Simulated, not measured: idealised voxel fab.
voxel released beams: a process module
Displayed cross-section: cut, width of 170 nm, square cells sized 5 nm.
For the purposes of this document, a cross-section shall be understood as a grid of square cells, specified as bands listed in top-to-bottom order, each band consisting of one or more rows of cells. This entry defines a band. It first specifies the height of the band's top and the height of its bottom in nm, and then specifies the band's materials from left to right, stating each material with its width in nm. The word "all across" identifies a single material that fills the band from edge to edge, while the word "blank" identifies empty space. Ref level 0: as-received wafer is one material below here. Bottom band extends down with no lower bound ("0 nm and below"). You'd read "30->40" like this: the band's top row of cells is as wide as the first number, its bottom row is as wide as the second, and going down, every row changes width by the same amount as the row before did. You'll sometimes find "remained the same" written for a step, and that's the way of saying that nowhere in the cross-section did a cell change during that step. "Enclosed internal voids" means: voids of 8 cells or more that are shut off from the top with no open way through. Written width x height at distance, distance from the left edge, in nm. What comes after the settings on a step's line is commentary from the simulator itself on that step. Steps that use a mask can have "overlay nm" on their line. It says how far the mask sat to the right of where it was meant to be. Negative means to the left.
Process steps foreseen in the plan:
1. RECEIVE: material Si
2. CONFORMAL_DEP: material Al2O3, thk nm 5
3. DIRECTIONAL_DEP: material SiO2, thk nm 20
4. PATTERN: tone open, mask id ANCHOR, material resist, width nm 40, thk nm 20, overlay nm 0
5. DIRECTIONAL_ETCH: etch materials SiO2, depth nm 20
6. STRIP: etch materials resist
7. CONFORMAL_DEP: material SiN, thk nm 15
8. MASKED_ETCH: tone cover, mask id BEAM, width nm 85, etch materials SiN, depth nm 15, overlay nm 0
9. STRIP: etch materials SiO2
Incoming wafer in cross-section (state: after step 1):
> 0 nm and below: Si all across
> Enclosed internal voids: none
Result of the module, cross-sectioned: start per above, plan per above, one error in how it was run:
> 40 nm to 25 nm: blank: 45 / SiN: 15 / blank: 10 / SiN: 60 / blank: 40
> 25 nm to 20 nm: blank: 45 / SiN: 15 / blank: 10 / SiN: 15 / blank: 85
> 20 nm to 5 nm: blank: 45 / SiN: 40 / blank: 85
> 5 nm to 0 nm: Al2O3 all across
> 0 nm and below: Si all across
> Enclosed internal voids: none
The plan and the run diverged here: heads up, step 8 didn't go per plan, it actually ran as MASKED_ETCH: tone cover, mask id BEAM, width nm 85, etch materials SiN, depth nm 15, overlay nm 5
